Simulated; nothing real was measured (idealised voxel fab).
process module | voxel wiring stack
cross-section cut | 275 nm wide | cells 5 nm
A cross-section is a grid of square cells, given in bands from the top down. A band is one or more rows of cells.
Each band's line starts with the height of the band's top and of its bottom, in nm. Then come its materials from left to right, each with its width in nm. One material with "throughout" fills the band from edge to edge. "air" is empty space.
Height 0 is the level under which the wafer as received is all one material. The lowest band goes on downwards, as in "0 down".
A width such as "30 to 40" changes by the same amount from each row of cells to the next, from the band's top row to its bottom row.
"no change" after a step means that no cell of the cross-section changed.
closed voids: empty space of 8 cells or more with no open way to the top, each as width x height at its distance from the left edge, in nm
after a step's settings: what the simulator itself notes on the step
overlay nm, on a step with a mask: how far to the right of its planned place the mask lay; to the left if negative
plan
1 op RECEIVE | material Si
2 op CONFORMAL_DEP | material SiO2 | thk nm 15
3 op DIRECTIONAL_DEP | material TiN | thk nm 5
4 op DIRECTIONAL_DEP | material Ru | thk nm 25
5 op PATTERN | tone cover | mask id METAL_1 | material resist | width nm 25 | pitch nm 40 | thk nm 20 | overlay nm 0
6 op DIRECTIONAL_ETCH | etch materials Ru | depth nm 25
7 op DIRECTIONAL_ETCH | etch materials TiN | depth nm 5
8 op STRIP | etch materials resist
9 op FILL_DEP | material lowk | thk nm 10
10 op CMP | height nm 45
11 op CONFORMAL_DEP | material SiCN | thk nm 5
12 op DIRECTIONAL_DEP | material SiO2 | thk nm 30
13 op DIRECTIONAL_DEP | material aC | thk nm 10
14 op PATTERN | tone open | mask id METAL_2 | material resist | width nm 25 | pitch nm 40 | thk nm 30 | overlay nm 0
15 op DIRECTIONAL_ETCH | etch materials aC | depth nm 10
16 op STRIP | etch materials resist
17 op DIRECTIONAL_ETCH | etch materials SiO2 | depth nm 20
18 op STRIP | etch materials aC
19 op DIRECTIONAL_DEP | material aC | thk nm 15
20 op PATTERN | tone open | mask id METAL_2_HOLES | material resist | width nm 15 | pitch nm 80 | thk nm 35 | overlay nm 0
21 op DIRECTIONAL_ETCH | etch materials aC | depth nm 15
22 op STRIP | etch materials resist
23 op DIRECTIONAL_ETCH | etch materials SiO2 | depth nm 10
24 op DIRECTIONAL_ETCH | etch materials SiCN | depth nm 5
25 op STRIP | etch materials aC
26 op CONFORMAL_DEP | material TiN | thk nm 5
27 op FILL_DEP | material Cu | thk nm 10
28 op CMP | height nm 80
29 op CONFORMAL_DEP | material SiCN | thk nm 5
30 op DIRECTIONAL_DEP | material SiO2 | thk nm 30
31 op PATTERN | tone open | mask id METAL_3 | material resist | width nm 15 | pitch nm 40 | thk nm 15 | overlay nm 0
32 op DIRECTIONAL_ETCH | etch materials SiO2 | depth nm 20
33 op STRIP | etch materials resist
34 op DIRECTIONAL_DEP | material aC | thk nm 10
35 op PATTERN | tone open | mask id METAL_3_HOLES | material resist | width nm 15 | pitch nm 80 | thk nm 25 | overlay nm 0
36 op DIRECTIONAL_ETCH | etch materials aC | depth nm 10
37 op STRIP | etch materials resist
38 op DIRECTIONAL_ETCH | etch materials SiO2 | depth nm 10
39 op DIRECTIONAL_ETCH | etch materials SiCN | depth nm 5
40 op STRIP | etch materials aC
41 op CONFORMAL_DEP | material TiN | thk nm 5
42 op FILL_DEP | material Ru | thk nm 5
43 op CMP | height nm 115
44 op CONFORMAL_DEP | material SiCN | thk nm 5
45 op DIRECTIONAL_DEP | material SiO2 | thk nm 30
46 op PATTERN | tone open | mask id METAL_4_HOLES | material resist | width nm 15 | pitch nm 40 | thk nm 20 | overlay nm 0
47 op DIRECTIONAL_ETCH | etch materials SiO2 | depth nm 30
48 op STRIP | etch materials resist
49 op PATTERN | tone open | mask id METAL_4 | material resist | width nm 25 | pitch nm 40 | thk nm 20 | overlay nm 0
50 op DIRECTIONAL_ETCH | etch materials SiO2 | depth nm 20
51 op DIRECTIONAL_ETCH | etch materials SiCN | depth nm 5
52 op STRIP | etch materials resist
53 op CONFORMAL_DEP | material TiN | thk nm 5
54 op FILL_DEP | material Cu | thk nm 5
55 op CMP | height nm 150
56 op CONFORMAL_DEP | material SiCN | thk nm 5
varied across the wafers: width nm of step 31. The plan shows the first wafer's value. All wafers start alike
first wafer as received, after step 1
  0 down: Si throughout
  closed voids: none
first wafer at the end, after step 56
  155 to 150: SiCN throughout
  150 to 135: SiO2 85 | TiN 5 | Cu 15 | TiN 5 | SiO2 15 | TiN 5 | Cu 15 | TiN 5 | SiO2 15 | TiN 5 | Cu 15 | TiN 5 | SiO2 85
  135 to 130: SiO2 85 | TiN 5 | Cu 5 | TiN 15 | SiO2 15 | TiN 5 | Cu 5 | TiN 15 | SiO2 15 | TiN 5 | Cu 5 | TiN 15 | SiO2 85
  130 to 120: SiO2 85 | TiN 5 | Cu 5 | TiN 5 | SiO2 25 | TiN 5 | Cu 5 | TiN 5 | SiO2 25 | TiN 5 | Cu 5 | TiN 5 | SiO2 95
  120 to 115: SiCN 85 | TiN 15 | SiCN 25 | TiN 15 | SiCN 25 | TiN 15 | SiCN 95
  115 to 105: SiO2 85 | TiN 5 to 10 | Ru 10 to 5 | TiN 5 | SiO2 25 | TiN 5 | Ru 5 | TiN 5 | SiO2 20 | TiN 5 to 10 | Ru 10 to 5 | TiN 5 | SiO2 90
  105 to 100: SiO2 90 | TiN 5 | Ru 5 | TiN 5 | SiO2 25 | TiN 5 | Ru 5 | TiN 5 | SiO2 25 | TiN 5 | Ru 5 | TiN 5 | SiO2 90
  100 to 95: SiO2 90 | TiN 15 | SiO2 25 | TiN 15 | SiO2 25 | TiN 15 | SiO2 90
  95 to 85: SiO2 90 | TiN 10 | SiO2 70 | TiN 10 | SiO2 95
  85 to 80: SiCN 90 | TiN 10 | SiCN 70 | TiN 10 | SiCN 95
  80 to 65: SiO2 85 | TiN 5 | Cu 15 | TiN 5 | SiO2 15 | TiN 5 | Cu 15 | TiN 5 | SiO2 15 | TiN 5 | Cu 15 | TiN 5 | SiO2 85
  65 to 60: SiO2 85 | TiN 5 | Cu 5 | TiN 15 | SiO2 15 | TiN 25 | SiO2 15 | TiN 5 | Cu 5 | TiN 15 | SiO2 85
  60 to 50: SiO2 85 | TiN 5 | Cu 5 | TiN 5 | SiO2 65 | TiN 5 | Cu 5 | TiN 5 | SiO2 95
  50 to 45: SiCN 85 | TiN 15 | SiCN 65 | TiN 15 | SiCN 95
  45 to 20: lowk 85 | Ru 25 | lowk 15 | Ru 25 | lowk 15 | Ru 25 | lowk 85
  20 to 15: lowk 85 | TiN 25 | lowk 15 | TiN 25 | lowk 15 | TiN 25 | lowk 85
  15 to 0: SiO2 throughout
  0 down: Si throughout
  closed voids: none
last wafer at the end
  155 to 150: SiCN throughout
  150 to 135: SiO2 85 | TiN 5 | Cu 15 | TiN 5 | SiO2 15 | TiN 5 | Cu 15 | TiN 5 | SiO2 15 | TiN 5 | Cu 15 | TiN 5 | SiO2 85
  135 to 130: SiO2 85 | TiN 5 | Cu 5 | TiN 15 | SiO2 15 | TiN 5 | Cu 5 | TiN 15 | SiO2 15 | TiN 5 | Cu 5 | TiN 15 | SiO2 85
  130 to 120: SiO2 85 | TiN 5 | Cu 5 | TiN 5 | SiO2 25 | TiN 5 | Cu 5 | TiN 5 | SiO2 25 | TiN 5 | Cu 5 | TiN 5 | SiO2 95
  120 to 115: SiCN 85 | TiN 15 | SiCN 25 | TiN 15 | SiCN 25 | TiN 15 | SiCN 95
  115 to 100: SiO2 85 | TiN 5 | Ru 15 | TiN 5 | SiO2 15 | TiN 5 | Ru 15 | TiN 5 | SiO2 15 | TiN 5 | Ru 15 | TiN 5 | SiO2 85
  100 to 95: SiO2 85 | TiN 5 | Ru 5 | TiN 15 | SiO2 15 | TiN 25 | SiO2 15 | TiN 5 | Ru 5 | TiN 15 | SiO2 85
  95 to 85: SiO2 85 | TiN 5 | Ru 5 | TiN 5 | SiO2 65 | TiN 5 | Ru 5 | TiN 5 | SiO2 95
  85 to 80: SiCN 85 | TiN 15 | SiCN 65 | TiN 15 | SiCN 95
  80 to 65: SiO2 85 | TiN 5 | Cu 15 | TiN 5 | SiO2 15 | TiN 5 | Cu 15 | TiN 5 | SiO2 15 | TiN 5 | Cu 15 | TiN 5 | SiO2 85
  65 to 60: SiO2 85 | TiN 5 | Cu 5 | TiN 15 | SiO2 15 | TiN 25 | SiO2 15 | TiN 5 | Cu 5 | TiN 15 | SiO2 85
  60 to 50: SiO2 85 | TiN 5 | Cu 5 | TiN 5 | SiO2 65 | TiN 5 | Cu 5 | TiN 5 | SiO2 95
  50 to 45: SiCN 85 | TiN 15 | SiCN 65 | TiN 15 | SiCN 95
  45 to 20: lowk 85 | Ru 25 | lowk 15 | Ru 25 | lowk 15 | Ru 25 | lowk 85
  20 to 15: lowk 85 | TiN 25 | lowk 15 | TiN 25 | lowk 15 | TiN 25 | lowk 85
  15 to 0: SiO2 throughout
  0 down: Si throughout
  closed voids: none
each wafer at the end: cells of each material gained (+) or lost (-) since it was received, then its closed voids
width nm 15 | +69 Cu | +86 Ru | +201 SiCN | +957 SiO2 | +152 TiN | +240 lowk | closed voids: none
width nm 20 | +69 Cu | +95 Ru | +201 SiCN | +945 SiO2 | +155 TiN | +240 lowk | closed voids: none
width nm 25 | +69 Cu | +108 Ru | +199 SiCN | +933 SiO2 | +156 TiN | +240 lowk | closed voids: none
